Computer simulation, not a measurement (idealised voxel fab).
Process module in this document: voxel wiring stack
cross-section cut | 275 nm wide | cells 5 nm
Cross-section = grid of square cells, listed top down in bands; band = one or more rows. For a band, the entry starts with two heights in nm, that of the top and then that of the bottom, and carries on with the band's materials in order from left to right, each alongside its width in nm; the word "throughout" beside a single material means it fills the band edge to edge, and "air" means empty space. It should be noted that heights are counted from 0, beneath which the wafer as supplied is of one material throughout, and that the lowest band possesses no lower boundary but continues downward, as written in "0 and below". When a width is written as two numbers, as in "30 to 40", the first number is the width in the top row of cells of the band and the second is the width in its bottom row, and the width changes by the same amount from each row to the next. Basically "stayed the same" means that step didn't change any cell in the cross-section. The list in "Closed internal voids" covers empty spaces of 8 cells or more that cannot reach the top through any open way, and it gives each as width x height at distance; the distance is from the left edge, and width, height and distance are in nm. Whatever follows a step's settings on its line is a remark the simulator itself makes about that step. The optional step-line setting "overlay nm" applies to steps with a mask and quantifies how far to the right of its planned location the mask lay, a negative value indicating leftward placement.

Listed below are the process steps as planned:
1,op RECEIVE | material Si
2,op CONFORMAL_DEP | material SiO2 | thk nm 15
3,op DIRECTIONAL_DEP | material TiN | thk nm 5
4,op DIRECTIONAL_DEP | material Ru | thk nm 25
5,op PATTERN | tone cover | mask id METAL_1 | material resist | width nm 25 | pitch nm 40 | thk nm 20 | overlay nm 0
6,op DIRECTIONAL_ETCH | etch materials Ru | depth nm 25
7,op DIRECTIONAL_ETCH | etch materials TiN | depth nm 5
8,op STRIP | etch materials resist
9,op FILL_DEP | material lowk | thk nm 10
10,op CMP | height nm 45
11,op CONFORMAL_DEP | material SiCN | thk nm 5
12,op DIRECTIONAL_DEP | material SiO2 | thk nm 30
13,op DIRECTIONAL_DEP | material aC | thk nm 10
14,op PATTERN | tone open | mask id METAL_2 | material resist | width nm 25 | pitch nm 40 | thk nm 30 | overlay nm 0
15,op DIRECTIONAL_ETCH | etch materials aC | depth nm 10
16,op STRIP | etch materials resist
17,op DIRECTIONAL_ETCH | etch materials SiO2 | depth nm 20
18,op STRIP | etch materials aC
19,op DIRECTIONAL_DEP | material aC | thk nm 15
20,op PATTERN | tone open | mask id METAL_2_HOLES | material resist | width nm 15 | pitch nm 80 | thk nm 35 | overlay nm 0
21,op DIRECTIONAL_ETCH | etch materials aC | depth nm 15
22,op STRIP | etch materials resist
23,op DIRECTIONAL_ETCH | etch materials SiO2 | depth nm 10
24,op DIRECTIONAL_ETCH | etch materials SiCN | depth nm 5
25,op STRIP | etch materials aC
26,op CONFORMAL_DEP | material TiN | thk nm 5
27,op FILL_DEP | material Cu | thk nm 10
28,op CMP | height nm 80
29,op CONFORMAL_DEP | material SiCN | thk nm 5
30,op DIRECTIONAL_DEP | material SiO2 | thk nm 30
31,op PATTERN | tone open | mask id METAL_3 | material resist | width nm 25 | pitch nm 40 | thk nm 15 | overlay nm 0
32,op DIRECTIONAL_ETCH | etch materials SiO2 | depth nm 20
33,op STRIP | etch materials resist
34,op DIRECTIONAL_DEP | material aC | thk nm 10
35,op PATTERN | tone open | mask id METAL_3_HOLES | material resist | width nm 15 | pitch nm 80 | thk nm 25 | overlay nm 0
36,op DIRECTIONAL_ETCH | etch materials aC | depth nm 10
37,op STRIP | etch materials resist
38,op DIRECTIONAL_ETCH | etch materials SiO2 | depth nm 10
39,op DIRECTIONAL_ETCH | etch materials SiCN | depth nm 5
40,op STRIP | etch materials aC
41,op CONFORMAL_DEP | material TiN | thk nm 5
42,op FILL_DEP | material Ru | thk nm 5
43,op CMP | height nm 115
44,op CONFORMAL_DEP | material SiCN | thk nm 5
45,op DIRECTIONAL_DEP | material SiO2 | thk nm 30
46,op PATTERN | tone open | mask id METAL_4_HOLES | material resist | width nm 15 | pitch nm 40 | thk nm 20 | overlay nm 0
47,op DIRECTIONAL_ETCH | etch materials SiO2 | depth nm 30
48,op STRIP | etch materials resist
49,op PATTERN | tone open | mask id METAL_4 | material resist | width nm 25 | pitch nm 40 | thk nm 20 | overlay nm 0
50,op DIRECTIONAL_ETCH | etch materials SiO2 | depth nm 20
51,op DIRECTIONAL_ETCH | etch materials SiCN | depth nm 5
52,op STRIP | etch materials resist
53,op CONFORMAL_DEP | material TiN | thk nm 5
54,op FILL_DEP | material Cu | thk nm 5
55,op CMP | height nm 150
56,op CONFORMAL_DEP | material SiCN | thk nm 5

Here's what the wafer looked like in cross-section when it arrived - that's after step 1:
> 0 and below: Si throughout
> Closed internal voids: none

Looking at the first of two wafers in cross-section at end of module - ran to plan:
> 155 down to 150: SiCN throughout
> 150 down to 135: SiO2=85; TiN=5; Cu=15; TiN=5; SiO2=15; TiN=5; Cu=15; TiN=5; SiO2=15; TiN=5; Cu=15; TiN=5; SiO2=85
> 135 down to 130: SiO2=85; TiN=5; Cu=5; TiN=15; SiO2=15; TiN=5; Cu=5; TiN=15; SiO2=15; TiN=5; Cu=5; TiN=15; SiO2=85
> 130 down to 120: SiO2=85; TiN=5; Cu=5; TiN=5; SiO2=25; TiN=5; Cu=5; TiN=5; SiO2=25; TiN=5; Cu=5; TiN=5; SiO2=95
> 120 down to 115: SiCN=85; TiN=15; SiCN=25; TiN=15; SiCN=25; TiN=15; SiCN=95
> 115 down to 100: SiO2=85; TiN=5; Ru=15; TiN=5; SiO2=15; TiN=5; Ru=15; TiN=5; SiO2=15; TiN=5; Ru=15; TiN=5; SiO2=85
> 100 down to 95: SiO2=85; TiN=5; Ru=5; TiN=15; SiO2=15; TiN=25; SiO2=15; TiN=5; Ru=5; TiN=15; SiO2=85
> 95 down to 85: SiO2=85; TiN=5; Ru=5; TiN=5; SiO2=65; TiN=5; Ru=5; TiN=5; SiO2=95
> 85 down to 80: SiCN=85; TiN=15; SiCN=65; TiN=15; SiCN=95
> 80 down to 65: SiO2=85; TiN=5; Cu=15; TiN=5; SiO2=15; TiN=5; Cu=15; TiN=5; SiO2=15; TiN=5; Cu=15; TiN=5; SiO2=85
> 65 down to 60: SiO2=85; TiN=5; Cu=5; TiN=15; SiO2=15; TiN=25; SiO2=15; TiN=5; Cu=5; TiN=15; SiO2=85
> 60 down to 50: SiO2=85; TiN=5; Cu=5; TiN=5; SiO2=65; TiN=5; Cu=5; TiN=5; SiO2=95
> 50 down to 45: SiCN=85; TiN=15; SiCN=65; TiN=15; SiCN=95
> 45 down to 20: lowk=85; Ru=25; lowk=15; Ru=25; lowk=15; Ru=25; lowk=85
> 20 down to 15: lowk=85; TiN=25; lowk=15; TiN=25; lowk=15; TiN=25; lowk=85
> 15 down to 0: SiO2 throughout
> 0 and below: Si throughout
> Closed internal voids: none

Wafer two, sectioned after the module: the first wafer's start, the first wafer's plan, and one mistake in how it was run:
> 155 down to 150: SiCN throughout
> 150 down to 135: SiO2=85; TiN=5; Cu=15; TiN=5; SiO2=15; TiN=5; Cu=15; TiN=5; SiO2=15; TiN=5; Cu=15; TiN=5; SiO2=85
> 135 down to 125: SiO2=85; TiN=5; Cu=5; TiN=15 to 5; SiO2=15 to 25; TiN=5; Cu=5; TiN=15 to 5; SiO2=15 to 25; TiN=5; Cu=5; TiN=15 to 5; SiO2=85 to 95
> 125 down to 120: SiO2=85; TiN=15; SiO2=25; TiN=15; SiO2=25; TiN=15; SiO2=95
> 120 down to 115: SiCN=90; TiN=10; SiCN=30; TiN=10; SiCN=30; TiN=10; SiCN=95
> 115 down to 100: SiO2=85; TiN=5; Ru=15; TiN=5; SiO2=15; TiN=5; Ru=15; TiN=5; SiO2=15; TiN=5; Ru=15; TiN=5; SiO2=85
> 100 down to 95: SiO2=85; TiN=5; Ru=5; TiN=15; SiO2=15; TiN=25; SiO2=15; TiN=5; Ru=5; TiN=15; SiO2=85
> 95 down to 85: SiO2=85; TiN=5; Ru=5; TiN=5; SiO2=65; TiN=5; Ru=5; TiN=5; SiO2=95
> 85 down to 80: SiCN=85; TiN=15; SiCN=65; TiN=15; SiCN=95
> 80 down to 65: SiO2=85; TiN=5; Cu=15; TiN=5; SiO2=15; TiN=5; Cu=15; TiN=5; SiO2=15; TiN=5; Cu=15; TiN=5; SiO2=85
> 65 down to 60: SiO2=85; TiN=5; Cu=5; TiN=15; SiO2=15; TiN=25; SiO2=15; TiN=5; Cu=5; TiN=15; SiO2=85
> 60 down to 50: SiO2=85; TiN=5; Cu=5; TiN=5; SiO2=65; TiN=5; Cu=5; TiN=5; SiO2=95
> 50 down to 45: SiCN=85; TiN=15; SiCN=65; TiN=15; SiCN=95
> 45 down to 20: lowk=85; Ru=25; lowk=15; Ru=25; lowk=15; Ru=25; lowk=85
> 20 down to 15: lowk=85; TiN=25; lowk=15; TiN=25; lowk=15; TiN=25; lowk=85
> 15 down to 0: SiO2 throughout
> 0 and below: Si throughout
> Closed internal voids: none
The plan and the run diverged here: contrary to plan, step 49 was performed as op PATTERN | tone open | mask id METAL_4 | material resist | width nm 20 | pitch nm 40 | thk nm 20 | overlay nm 0
at the end the second wafer has, in cells: 3 fewer of Cu; 3 more of SiCN
